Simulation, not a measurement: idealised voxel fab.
Module name: voxel self aligned vias (process module)
For reference, the cross-section in this document is cut, with width 270 nm and square cells of 5 nm.
A cross-section is a grid of square cells, given in bands from the top down. A band is one or more rows of cells. First you get the band's top height and its bottom height, in nm, and then the materials it's made of, left to right, with each width in nm. If you see a single material with "throughout", that one covers the band edge to edge. "blank" is empty space. Below 0: as-received wafer, all one material; heights counted from there. Lowest band: no bottom, goes on down, written "0 -> down". A width such as "30..40" changes by the same amount from each row of cells to the next, from the band's top row to its bottom row. The cross-section has no changed cell in any step marked "remains unaltered". Heads up: "Closed cavities" only lists the empty pockets with no open path to the top that are 8 cells or more, and it writes them as width x height at distance, distance from the left edge, in nm. Past the settings on a step's line: simulator remark, on that step. overlay nm, on a step with a mask: how far to the right of its planned place the mask lay; to the left if negative.
Below is the list of planned process steps
- 1: RECEIVE (material Si)
- 2: CONFORMAL_DEP (material SiO2; thk nm 15)
- 3: CONFORMAL_DEP (material SiCN; thk nm 5)
- 4: DIRECTIONAL_DEP (material SiO2; thk nm 30)
- 5: DIRECTIONAL_DEP (material aC; thk nm 10)
- 6: PATTERN (tone open; mask id LINES; material resist; width nm 30; pitch nm 65; thk nm 30; overlay nm 0)
- 7: DIRECTIONAL_ETCH (etch materials aC; depth nm 10)
- 8: STRIP (etch materials resist)
- 9: DIRECTIONAL_ETCH (etch materials SiO2; depth nm 30)
- 10: STRIP (etch materials aC)
- 11: CONFORMAL_DEP (material TiN; thk nm 5)
- 12: FILL_DEP (material W; thk nm 5)
- 13: CMP (height nm 50)
- 14: SELECTIVE_ETCH (etch materials W Ru TiN; depth nm 5)
- 15: FILL_DEP (material SiN; thk nm 5)
- 16: CMP (height nm 50)
- 17: DIRECTIONAL_DEP (material SiO2; thk nm 15)
- 18: MASKED_ETCH (tone open; mask id VIAS; width nm 40; pitch nm 65; etch materials SiO2; depth nm 15; overlay nm 0)
- 19: MASKED_ETCH (tone open; mask id VIAS; width nm 40; pitch nm 65; etch materials SiN; depth nm 5; overlay nm 0)
- 20: CONFORMAL_DEP (material TiN; thk nm 5)
- 21: FILL_DEP (material W; thk nm 5)
- 22: CMP (height nm 65)
- 23: CONFORMAL_DEP (material SiN; thk nm 5)
Account of the first of two wafers, which was processed as intended
The cross-section here shows the wafer as received, i.e. in its state after step 1
> 0 -> down: Si throughout
> Closed cavities: none
So this is the wafer cross-section right after step 2
> 15 -> 0: SiO2 throughout
> Everything under 0 stays put, no change at all.
So this is the wafer cross-section right after step 3
> 20 -> 15: SiCN throughout
> Everything under 15 stays put, no change at all.
So this is the wafer cross-section right after step 4
> 50 -> 20: SiO2 throughout
> Everything under 20 stays put, no change at all.
So this is the wafer cross-section right after step 5
> 60 -> 50: aC throughout
> Everything under 50 stays put, no change at all.
So this is the wafer cross-section right after step 6
> 90 -> 60: resist=55 | blank=30 | resist=35 | blank=30 | resist=35 | blank=30 | resist=55
> Everything under 60 stays put, no change at all.
So this is the wafer cross-section right after step 7
> 80 -> 60: resist=55 | blank=30 | resist=35 | blank=30 | resist=35 | blank=30 | resist=55
> 60 -> 50: aC=55 | blank=30 | aC=35 | blank=30 | aC=35 | blank=30 | aC=55
> Everything under 50 stays put, no change at all.
So this is the wafer cross-section right after step 8
> 60 -> 50: aC=55 | blank=30 | aC=35 | blank=30 | aC=35 | blank=30 | aC=55
> Everything under 50 stays put, no change at all.
So this is the wafer cross-section right after step 9
> 60 -> 50: aC=55 | blank=30 | aC=35 | blank=30 | aC=35 | blank=30 | aC=55
> 50 -> 20: SiO2=55 | blank=30 | SiO2=35 | blank=30 | SiO2=35 | blank=30 | SiO2=55
> Everything under 20 stays put, no change at all.
So this is the wafer cross-section right after step 10
> 50 -> 20: SiO2=55 | blank=30 | SiO2=35 | blank=30 | SiO2=35 | blank=30 | SiO2=55
> Everything under 20 stays put, no change at all.
So this is the wafer cross-section right after step 11
> 55 -> 50: TiN=60 | blank=20 | TiN=45 | blank=20 | TiN=45 | blank=20 | TiN=60
> 50 -> 25: SiO2=55 | TiN=5 | blank=20 | TiN=5 | SiO2=35 | TiN=5 | blank=20 | TiN=5 | SiO2=35 | TiN=5 | blank=20 | TiN=5 | SiO2=55
> 25 -> 20: SiO2=55 | TiN=30 | SiO2=35 | TiN=30 | SiO2=35 | TiN=30 | SiO2=55
> Everything under 20 stays put, no change at all.
So this is the wafer cross-section right after step 12
> 60 -> 55: W throughout
> 55 -> 50: TiN=60 | W=20 | TiN=45 | W=20 | TiN=45 | W=20 | TiN=60
> 50 -> 25: SiO2=55 | TiN=5 | W=20 | TiN=5 | SiO2=35 | TiN=5 | W=20 | TiN=5 | SiO2=35 | TiN=5 | W=20 | TiN=5 | SiO2=55
> Everything under 25 stays put, no change at all.
So this is the wafer cross-section right after step 13
> 50 -> 25: SiO2=55 | TiN=5 | W=20 | TiN=5 | SiO2=35 | TiN=5 | W=20 | TiN=5 | SiO2=35 | TiN=5 | W=20 | TiN=5 | SiO2=55
> Everything under 25 stays put, no change at all.
So this is the wafer cross-section right after step 14
> 50 -> 45: SiO2=55 | blank=30 | SiO2=35 | blank=30 | SiO2=35 | blank=30 | SiO2=55
> Everything under 45 stays put, no change at all.
So this is the wafer cross-section right after step 15
> 55 -> 50: SiN throughout
> 50 -> 45: SiO2=55 | SiN=30 | SiO2=35 | SiN=30 | SiO2=35 | SiN=30 | SiO2=55
> Everything under 45 stays put, no change at all.
So this is the wafer cross-section right after step 16
> 50 -> 45: SiO2=55 | SiN=30 | SiO2=35 | SiN=30 | SiO2=35 | SiN=30 | SiO2=55
> Everything under 45 stays put, no change at all.
So this is the wafer cross-section right after step 17
> 65 -> 50: SiO2 throughout
> Everything under 50 stays put, no change at all.
So this is the wafer cross-section right after step 18
> 65 -> 50: SiO2=50 | blank=40 | SiO2=25 | blank=40 | SiO2=25 | blank=40 | SiO2=50
> Everything under 50 stays put, no change at all.
So this is the wafer cross-section right after step 19
> 65 -> 50: SiO2=50 | blank=40 | SiO2=25 | blank=40 | SiO2=25 | blank=40 | SiO2=50
> 50 -> 45: SiO2=55 | blank=30 | SiO2=35 | blank=30 | SiO2=35 | blank=30 | SiO2=55
> Everything under 45 stays put, no change at all.
So this is the wafer cross-section right after step 20
> 70 -> 65: TiN=55 | blank=30 | TiN=35 | blank=30 | TiN=35 | blank=30 | TiN=55
> 65 -> 55: SiO2=50 | TiN=5 | blank=30 | TiN=5 | SiO2=25 | TiN=5 | blank=30 | TiN=5 | SiO2=25 | TiN=5 | blank=30 | TiN=5 | SiO2=50
> 55 -> 50: SiO2=50 | TiN=10 | blank=20 | TiN=10 | SiO2=25 | TiN=10 | blank=20 | TiN=10 | SiO2=25 | TiN=10 | blank=20 | TiN=10 | SiO2=50
> 50 -> 45: SiO2=55 | TiN=30 | SiO2=35 | TiN=30 | SiO2=35 | TiN=30 | SiO2=55
> Everything under 45 stays put, no change at all.
So this is the wafer cross-section right after step 21
> 75 -> 70: W throughout
> 70 -> 65: TiN=55 | W=30 | TiN=35 | W=30 | TiN=35 | W=30 | TiN=55
> 65 -> 55: SiO2=50 | TiN=5 | W=30 | TiN=5 | SiO2=25 | TiN=5 | W=30 | TiN=5 | SiO2=25 | TiN=5 | W=30 | TiN=5 | SiO2=50
> 55 -> 50: SiO2=50 | TiN=10 | W=20 | TiN=10 | SiO2=25 | TiN=10 | W=20 | TiN=10 | SiO2=25 | TiN=10 | W=20 | TiN=10 | SiO2=50
> Everything under 50 stays put, no change at all.
So this is the wafer cross-section right after step 22
> 65 -> 55: SiO2=50 | TiN=5 | W=30 | TiN=5 | SiO2=25 | TiN=5 | W=30 | TiN=5 | SiO2=25 | TiN=5 | W=30 | TiN=5 | SiO2=50
> Everything under 55 stays put, no change at all.
So this is the wafer cross-section right after step 23
> 70 -> 65: SiN throughout
> Everything under 65 stays put, no change at all.
Here the second wafer is described. Its start and its plan were those of the first wafer. Its run contained one mistake. Up to and including step 22, it did exactly what the first wafer did
Cross-section of the second wafer corresponding to the planned conclusion of step 23
> 70 -> 65: W throughout
> Everything under 65 stays put, no change at all.
Run error: note that step 23 departed from the planned setting and was carried out as CONFORMAL_DEP (material W; thk nm 5)
End check, counted in cells, second wafer has more or fewer of these materials than the first: SiN: 54 fewer, W: 54 more
